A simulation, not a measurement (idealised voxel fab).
Process module heading - voxel capacitor over wiring
The figure presents cross-section cut, which has a width of 220 nm and is divided into square cells with an edge length of 5 nm.
The cross-sections in this document take the form of a grid made of square cells. They are written out as bands, in order from top to bottom. Each band consists of one or more rows of cells. A band entry consists of two parts. The first gives the height of the band's top and the height of its bottom, in nm. The rest lists the band's materials from left to right, each with its width in nm. A single material labelled with the word "throughout" fills the band from edge to edge, and the word "air" marks empty space. Basically, 0 is our baseline, since under it the wafer straight out of the box is all one material. The bottom band has no lower end and keeps on going down, so it looks like "0 -> down". A width given as "30..40" starts at the first number in the band's top row and ends at the second number in its bottom row, shifting by an equal amount at every step from row to row. "nothing was modified" for a step: no cell of the cross-section changed in that step. For the entry "Fully closed voids", the listed items are empty spaces with no open way to the top whose size is 8 cells or more; each item follows the pattern width x height at distance, where distance is from the left edge and all three are in nm. Anything after a step's settings on that line? It's the simulator's own note about the step. Among the settings permitted on a step's line is "overlay nm"; applied to a step with a mask, it specifies the extent to which the mask lay to the right of its planned position, whereas a negative figure signifies a position to the left.
Set out below are the planned steps of the process:
1. op RECEIVE | material Si
2. op CONFORMAL_DEP | material SiO2 | thk nm 15
3. op DIRECTIONAL_DEP | material TiN | thk nm 5
4. op DIRECTIONAL_DEP | material Ru | thk nm 15
5. op DIRECTIONAL_DEP | material aC | thk nm 10
6. op PATTERN | tone cover | mask id METAL_1 | material resist | width nm 25 | pitch nm 85 | thk nm 30 | overlay nm 0
7. op DIRECTIONAL_ETCH | etch materials aC | depth nm 10
8. op STRIP | etch materials resist
9. op DIRECTIONAL_ETCH | etch materials Ru | depth nm 15
10. op DIRECTIONAL_ETCH | etch materials TiN | depth nm 5
11. op STRIP | etch materials aC
12. op CONFORMAL_DEP | material SiN | thk nm 5
13. op FILL_DEP | material SiO2 | thk nm 5
14. op CMP | height nm 35
15. op CONFORMAL_DEP | material SiCN | thk nm 5
16. op DIRECTIONAL_DEP | material lowk | thk nm 20
17. op PATTERN | tone open | mask id PLUG_1 | material resist | width nm 15 | thk nm 15 | overlay nm 0
18. op DIRECTIONAL_ETCH | etch materials lowk | depth nm 20
19. op DIRECTIONAL_ETCH | etch materials SiCN | depth nm 5
20. op STRIP | etch materials resist
21. op EPI | material Ru | thk nm 10
22. op EPI | material Ru | thk nm 10
23. op EPI | material Ru | thk nm 5
24. op DIRECTIONAL_DEP | material TiN | thk nm 10
25. op DIRECTIONAL_DEP | material Al2O3 | thk nm 5
26. op DIRECTIONAL_DEP | material TiN | thk nm 5
27. op MASKED_ETCH | tone cover | mask id UPPER_PLATE | width nm 65 | etch materials TiN | depth nm 5 | overlay nm 0
28. op MASKED_ETCH | tone cover | mask id UPPER_PLATE | width nm 65 | etch materials Al2O3 | depth nm 5 | overlay nm 0
29. op PATTERN | tone cover | mask id LOWER_PLATE | material resist | width nm 75 | thk nm 20 | overlay nm 0
30. op DIRECTIONAL_ETCH | etch materials TiN | depth nm 10
31. op STRIP | etch materials resist
32. op FILL_DEP | material SiO2 | thk nm 15
33. op CMP | height nm 90
34. op DIRECTIONAL_DEP | material aC | thk nm 10
35. op PATTERN | tone open | mask id PLUG_2 | material resist | width nm 15 | thk nm 30 | overlay nm 0
36. op DIRECTIONAL_ETCH | etch materials aC | depth nm 10
37. op STRIP | etch materials resist
38. op DIRECTIONAL_ETCH | etch materials SiO2 | depth nm 10
39. op STRIP | etch materials aC
40. op CONFORMAL_DEP | material TiN | thk nm 5
41. op FILL_DEP | material W | thk nm 5
42. op CMP | height nm 90
43. op CONFORMAL_DEP | material SiCN | thk nm 5
Run as planned: first of two wafers:
Cross-section of the wafer upon arrival, representing the state reached after step 1:
- 0 -> down | Si throughout
- Fully closed voids: none
Step 2 complete: cross-section through the wafer:
- 15 -> 0 | SiO2 throughout
- Under the height 0 nothing was changed.
Step 3 complete: cross-section through the wafer:
- 20 -> 15 | TiN throughout
- Under the height 15 nothing was changed.
Step 4 complete: cross-section through the wafer:
- 35 -> 20 | Ru throughout
- Under the height 20 nothing was changed.
Step 5 complete: cross-section through the wafer:
- 45 -> 35 | aC throughout
- Under the height 35 nothing was changed.
Step 6 complete: cross-section through the wafer:
- 75 -> 45 | air=55, resist=25, air=60, resist=25, air=55
- Under the height 45 nothing was changed.
Step 7 complete: cross-section through the wafer:
- 65 -> 45 | air=55, resist=25, air=60, resist=25, air=55
- 45 -> 35 | air=55, aC=25, air=60, aC=25, air=55
- Under the height 35 nothing was changed.
Step 8 complete: cross-section through the wafer:
- 45 -> 35 | air=55, aC=25, air=60, aC=25, air=55
- Under the height 35 nothing was changed.
Step 9 complete: cross-section through the wafer:
- 45 -> 35 | air=55, aC=25, air=60, aC=25, air=55
- 35 -> 20 | air=55, Ru=25, air=60, Ru=25, air=55
- Under the height 20 nothing was changed.
Step 10 complete: cross-section through the wafer:
- 45 -> 35 | air=55, aC=25, air=60, aC=25, air=55
- 35 -> 20 | air=55, Ru=25, air=60, Ru=25, air=55
- 20 -> 15 | air=55, TiN=25, air=60, TiN=25, air=55
- Under the height 15 nothing was changed.
Step 11 complete: cross-section through the wafer:
- 35 -> 20 | air=55, Ru=25, air=60, Ru=25, air=55
- Under the height 20 nothing was changed.
Step 12 complete: cross-section through the wafer:
- 40 -> 35 | air=50, SiN=35, air=50, SiN=35, air=50
- 35 -> 20 | air=50, SiN=5, Ru=25, SiN=5, air=50, SiN=5, Ru=25, SiN=5, air=50
- 20 -> 15 | SiN=55, TiN=25, SiN=60, TiN=25, SiN=55
- Under the height 15 nothing was changed.
Step 13 complete: cross-section through the wafer:
- 45 -> 40 | SiO2 throughout
- 40 -> 35 | SiO2=50, SiN=35, SiO2=50, SiN=35, SiO2=50
- 35 -> 20 | SiO2=50, SiN=5, Ru=25, SiN=5, SiO2=50, SiN=5, Ru=25, SiN=5, SiO2=50
- Under the height 20 nothing was changed.
Step 14 complete: cross-section through the wafer:
- 35 -> 20 | SiO2=50, SiN=5, Ru=25, SiN=5, SiO2=50, SiN=5, Ru=25, SiN=5, SiO2=50
- Under the height 20 nothing was changed.
Step 15 complete: cross-section through the wafer:
- 40 -> 35 | SiCN throughout
- Under the height 35 nothing was changed.
Step 16 complete: cross-section through the wafer:
- 60 -> 40 | lowk throughout
- Under the height 40 nothing was changed.
Step 17 complete: cross-section through the wafer:
- 75 -> 60 | resist=65, air=15, resist=140
- Under the height 60 nothing was changed.
Step 18 complete: cross-section through the wafer:
- 75 -> 60 | resist=65, air=15, resist=140
- 60 -> 40 | lowk=65, air=15, lowk=140
- Under the height 40 nothing was changed.
Step 19 complete: cross-section through the wafer:
- 75 -> 60 | resist=65, air=15, resist=140
- 60 -> 40 | lowk=65, air=15, lowk=140
- 40 -> 35 | SiCN=65, air=15, SiCN=140
- Under the height 35 nothing was changed.
Step 20 complete: cross-section through the wafer:
- 60 -> 40 | lowk=65, air=15, lowk=140
- Under the height 40 nothing was changed.
Step 21 complete: cross-section through the wafer:
- 60 -> 45 | lowk=65, air=15, lowk=140
- 45 -> 40 | lowk=65, Ru=15, lowk=140
- 40 -> 35 | SiCN=65, Ru=15, SiCN=140
- Under the height 35 nothing was changed.
Step 22 complete: cross-section through the wafer:
- 60 -> 55 | lowk=65, air=15, lowk=140
- 55 -> 40 | lowk=65, Ru=15, lowk=140
- Under the height 40 nothing was changed.
Step 23 complete: cross-section through the wafer:
- 60 -> 40 | lowk=65, Ru=15, lowk=140
- Under the height 40 nothing was changed.
Step 24 complete: cross-section through the wafer:
- 70 -> 60 | TiN throughout
- Under the height 60 nothing was changed.
Step 25 complete: cross-section through the wafer:
- 75 -> 70 | Al2O3 throughout
- Under the height 70 nothing was changed.
Step 26 complete: cross-section through the wafer:
- 80 -> 75 | TiN throughout
- Under the height 75 nothing was changed.
Step 27 complete: cross-section through the wafer:
- 80 -> 75 | air=65, TiN=65, air=90
- Under the height 75 nothing was changed.
Step 28 complete: cross-section through the wafer:
- 80 -> 75 | air=65, TiN=65, air=90
- 75 -> 70 | air=65, Al2O3=65, air=90
- Under the height 70 nothing was changed.
Step 29 complete: cross-section through the wafer:
- 100 -> 80 | air=60, resist=75, air=85
- 80 -> 75 | air=60, resist=5, TiN=65, resist=5, air=85
- 75 -> 70 | air=60, resist=5, Al2O3=65, resist=5, air=85
- Under the height 70 nothing was changed.
Step 30 complete: cross-section through the wafer:
- 100 -> 80 | air=60, resist=75, air=85
- 80 -> 75 | air=60, resist=5, TiN=65, resist=5, air=85
- 75 -> 70 | air=60, resist=5, Al2O3=65, resist=5, air=85
- 70 -> 60 | air=60, TiN=75, air=85
- Under the height 60 nothing was changed.
Step 31 complete: cross-section through the wafer:
- 80 -> 75 | air=65, TiN=65, air=90
- 75 -> 70 | air=65, Al2O3=65, air=90
- Under the height 70 nothing was changed.
Step 32 complete: cross-section through the wafer:
- 95 -> 80 | SiO2 throughout
- 80 -> 75 | SiO2=65, TiN=65, SiO2=90
- 75 -> 70 | SiO2=65, Al2O3=65, SiO2=90
- 70 -> 60 | SiO2=60, TiN=75, SiO2=85
- Under the height 60 nothing was changed.
Step 33 complete: cross-section through the wafer:
- 90 -> 80 | SiO2 throughout
- Under the height 80 nothing was changed.
Step 34 complete: cross-section through the wafer:
- 100 -> 90 | aC throughout
- Under the height 90 nothing was changed.
Step 35 complete: cross-section through the wafer:
- 130 -> 100 | resist=75, air=15, resist=130
- Under the height 100 nothing was changed.
Step 36 complete: cross-section through the wafer:
- 120 -> 100 | resist=75, air=15, resist=130
- 100 -> 90 | aC=75, air=15, aC=130
- Under the height 90 nothing was changed.
Step 37 complete: cross-section through the wafer:
- 100 -> 90 | aC=75, air=15, aC=130
- Under the height 90 nothing was changed.
Step 38 complete: cross-section through the wafer:
- 100 -> 90 | aC=75, air=15, aC=130
- 90 -> 80 | SiO2=75, air=15, SiO2=130
- Under the height 80 nothing was changed.
Step 39 complete: cross-section through the wafer:
- 90 -> 80 | SiO2=75, air=15, SiO2=130
- Under the height 80 nothing was changed.
Step 40 complete: cross-section through the wafer:
- 95 -> 90 | TiN=80, air=5, TiN=135
- 90 -> 85 | SiO2=75, TiN=5, air=5, TiN=5, SiO2=130
- 85 -> 75 | SiO2=75..65, TiN=15..65, SiO2=130..90
- Under the height 75 nothing was changed.
Step 41 complete: cross-section through the wafer:
- 100 -> 95 | W throughout
- 95 -> 90 | TiN=80, W=5, TiN=135
- 90 -> 85 | SiO2=75, TiN=5, W=5, TiN=5, SiO2=130
- Under the height 85 nothing was changed.
Step 42 complete: cross-section through the wafer:
- 90 -> 85 | SiO2=75, TiN=5, W=5, TiN=5, SiO2=130
- Under the height 85 nothing was changed.
Step 43 complete: cross-section through the wafer:
- 95 -> 90 | SiCN throughout
- Under the height 90 nothing was changed.
Second wafer: same start and same plan as the first, one execution error; identical to the first through step 2:
What the second wafer looks like in cross-section when step 3 should have wrapped up: nothing was modified
What the second wafer looks like in cross-section when step 4 should have wrapped up:
- 30 -> 15 | Ru throughout
- Under the height 15 nothing was changed.
What the second wafer looks like in cross-section when step 5 should have wrapped up:
- 40 -> 30 | aC throughout
- Under the height 30 nothing was changed.
What the second wafer looks like in cross-section when step 6 should have wrapped up:
- 70 -> 40 | air=55, resist=25, air=60, resist=25, air=55
- Under the height 40 nothing was changed.
What the second wafer looks like in cross-section when step 7 should have wrapped up:
- 60 -> 40 | air=55, resist=25, air=60, resist=25, air=55
- 40 -> 30 | air=55, aC=25, air=60, aC=25, air=55
- Under the height 30 nothing was changed.
What the second wafer looks like in cross-section when step 8 should have wrapped up:
- 40 -> 30 | air=55, aC=25, air=60, aC=25, air=55
- Under the height 30 nothing was changed.
What the second wafer looks like in cross-section when step 9 should have wrapped up:
- 40 -> 30 | air=55, aC=25, air=60, aC=25, air=55
- 30 -> 15 | air=55, Ru=25, air=60, Ru=25, air=55
- Under the height 15 nothing was changed.
What the second wafer looks like in cross-section when step 10 should have wrapped up: nothing was modified
What the second wafer looks like in cross-section when step 11 should have wrapped up:
- 30 -> 15 | air=55, Ru=25, air=60, Ru=25, air=55
- Under the height 15 nothing was changed.
What the second wafer looks like in cross-section when step 12 should have wrapped up:
- 35 -> 30 | air=50, SiN=35, air=50, SiN=35, air=50
- 30 -> 20 | air=50, SiN=5, Ru=25, SiN=5, air=50, SiN=5, Ru=25, SiN=5, air=50
- 20 -> 15 | SiN=55, Ru=25, SiN=60, Ru=25, SiN=55
- Under the height 15 nothing was changed.
What the second wafer looks like in cross-section when step 13 should have wrapped up:
- 40 -> 35 | SiO2 throughout
- 35 -> 30 | SiO2=50, SiN=35, SiO2=50, SiN=35, SiO2=50
- 30 -> 20 | SiO2=50, SiN=5, Ru=25, SiN=5, SiO2=50, SiN=5, Ru=25, SiN=5, SiO2=50
- Under the height 20 nothing was changed.
What the second wafer looks like in cross-section when step 14 should have wrapped up:
- 35 -> 30 | SiO2=50, SiN=35, SiO2=50, SiN=35, SiO2=50
- Under the height 30 nothing was changed.
What the second wafer looks like in cross-section when step 15 should have wrapped up:
- 40 -> 35 | SiCN throughout
- Under the height 35 nothing was changed.
What the second wafer looks like in cross-section when step 16 should have wrapped up:
- 60 -> 40 | lowk throughout
- Under the height 40 nothing was changed.
What the second wafer looks like in cross-section when step 17 should have wrapped up:
- 75 -> 60 | resist=65, air=15, resist=140
- Under the height 60 nothing was changed.
What the second wafer looks like in cross-section when step 18 should have wrapped up:
- 75 -> 60 | resist=65, air=15, resist=140
- 60 -> 40 | lowk=65, air=15, lowk=140
- Under the height 40 nothing was changed.
What the second wafer looks like in cross-section when step 19 should have wrapped up:
- 75 -> 60 | resist=65, air=15, resist=140
- 60 -> 40 | lowk=65, air=15, lowk=140
- 40 -> 35 | SiCN=65, air=15, SiCN=140
- Under the height 35 nothing was changed.
What the second wafer looks like in cross-section when step 20 should have wrapped up:
- 60 -> 40 | lowk=65, air=15, lowk=140
- Under the height 40 nothing was changed.
What the second wafer looks like in cross-section when step 21 should have wrapped up: nothing was modified
What the second wafer looks like in cross-section when step 22 should have wrapped up: nothing was modified
What the second wafer looks like in cross-section when step 23 should have wrapped up: nothing was modified
What the second wafer looks like in cross-section when step 24 should have wrapped up:
- 70 -> 60 | TiN=65, air=15, TiN=140
- 60 -> 45 | lowk=65, air=15, lowk=140
- 45 -> 40 | lowk=65, TiN=15, lowk=140
- 40 -> 35 | SiCN=65, TiN=15, SiCN=140
- Under the height 35 nothing was changed.
What the second wafer looks like in cross-section when step 25 should have wrapped up:
- 75 -> 70 | Al2O3=65, air=15, Al2O3=140
- 70 -> 60 | TiN=65, air=15, TiN=140
- 60 -> 50 | lowk=65, air=15, lowk=140
- 50 -> 45 | lowk=65, Al2O3=15, lowk=140
- Under the height 45 nothing was changed.
What the second wafer looks like in cross-section when step 26 should have wrapped up:
- 80 -> 75 | TiN=65, air=15, TiN=140
- 75 -> 70 | Al2O3=65, air=15, Al2O3=140
- 70 -> 60 | TiN=65, air=15, TiN=140
- 60 -> 55 | lowk=65, air=15, lowk=140
- 55 -> 50 | lowk=65, TiN=15, lowk=140
- Under the height 50 nothing was changed.
What the second wafer looks like in cross-section when step 27 should have wrapped up:
- 80 -> 75 | air=80, TiN=50, air=90
- Under the height 75 nothing was changed.
What the second wafer looks like in cross-section when step 28 should have wrapped up:
- 80 -> 75 | air=80, TiN=50, air=90
- 75 -> 70 | air=80, Al2O3=50, air=90
- Under the height 70 nothing was changed.
What the second wafer looks like in cross-section when step 29 should have wrapped up:
- 100 -> 80 | air=60, resist=75, air=85
- 80 -> 75 | air=60, resist=20, TiN=50, resist=5, air=85
- 75 -> 70 | air=60, resist=20, Al2O3=50, resist=5, air=85
- 70 -> 60 | TiN=65, resist=15, TiN=140
- 60 -> 55 | lowk=65, resist=15, lowk=140
- Under the height 55 nothing was changed.
What the second wafer looks like in cross-section when step 30 should have wrapped up:
- 100 -> 80 | air=60, resist=75, air=85
- 80 -> 75 | air=60, resist=20, TiN=50, resist=5, air=85
- 75 -> 70 | air=60, resist=20, Al2O3=50, resist=5, air=85
- 70 -> 60 | air=60, TiN=5, resist=15, TiN=55, air=85
- Under the height 60 nothing was changed.
What the second wafer looks like in cross-section when step 31 should have wrapped up:
- 80 -> 75 | air=80, TiN=50, air=90
- 75 -> 70 | air=80, Al2O3=50, air=90
- 70 -> 60 | air=60, TiN=5, air=15, TiN=55, air=85
- 60 -> 55 | lowk=65, air=15, lowk=140
- Under the height 55 nothing was changed.
What the second wafer looks like in cross-section when step 32 should have wrapped up:
- 95 -> 80 | SiO2 throughout
- 80 -> 75 | SiO2=80, TiN=50, SiO2=90
- 75 -> 70 | SiO2=80, Al2O3=50, SiO2=90
- 70 -> 60 | SiO2=60, TiN=5, SiO2=15, TiN=55, SiO2=85
- 60 -> 55 | lowk=65, SiO2=15, lowk=140
- Under the height 55 nothing was changed.
What the second wafer looks like in cross-section when step 33 should have wrapped up:
- 90 -> 80 | SiO2 throughout
- Under the height 80 nothing was changed.
What the second wafer looks like in cross-section when step 34 should have wrapped up:
- 100 -> 90 | aC throughout
- Under the height 90 nothing was changed.
What the second wafer looks like in cross-section when step 35 should have wrapped up:
- 130 -> 100 | resist=75, air=15, resist=130
- Under the height 100 nothing was changed.
What the second wafer looks like in cross-section when step 36 should have wrapped up:
- 120 -> 100 | resist=75, air=15, resist=130
- 100 -> 90 | aC=75, air=15, aC=130
- Under the height 90 nothing was changed.
What the second wafer looks like in cross-section when step 37 should have wrapped up:
- 100 -> 90 | aC=75, air=15, aC=130
- Under the height 90 nothing was changed.
What the second wafer looks like in cross-section when step 38 should have wrapped up:
- 100 -> 90 | aC=75, air=15, aC=130
- 90 -> 80 | SiO2=75, air=15, SiO2=130
- Under the height 80 nothing was changed.
What the second wafer looks like in cross-section when step 39 should have wrapped up:
- 90 -> 80 | SiO2=75, air=15, SiO2=130
- Under the height 80 nothing was changed.
What the second wafer looks like in cross-section when step 40 should have wrapped up:
- 95 -> 90 | TiN=80, air=5, TiN=135
- 90 -> 85 | SiO2=75, TiN=5, air=5, TiN=5, SiO2=130
- 85 -> 75 | SiO2=75..80, TiN=15..50, SiO2=130..90
- Under the height 75 nothing was changed.
What the second wafer looks like in cross-section when step 41 should have wrapped up:
- 100 -> 95 | W throughout
- 95 -> 90 | TiN=80, W=5, TiN=135
- 90 -> 85 | SiO2=75, TiN=5, W=5, TiN=5, SiO2=130
- Under the height 85 nothing was changed.
What the second wafer looks like in cross-section when step 42 should have wrapped up:
- 90 -> 85 | SiO2=75, TiN=5, W=5, TiN=5, SiO2=130
- Under the height 85 nothing was changed.
What the second wafer looks like in cross-section when step 43 should have wrapped up:
- 95 -> 90 | SiCN throughout
- Under the height 90 nothing was changed.
In executing the process, a mistake was made relative to the plan: plan step 3 skipped
Cell-count delta at end, second wafer over first, by material: -15 Ru | +10 SiN | +15 SiO2 | -10 TiN
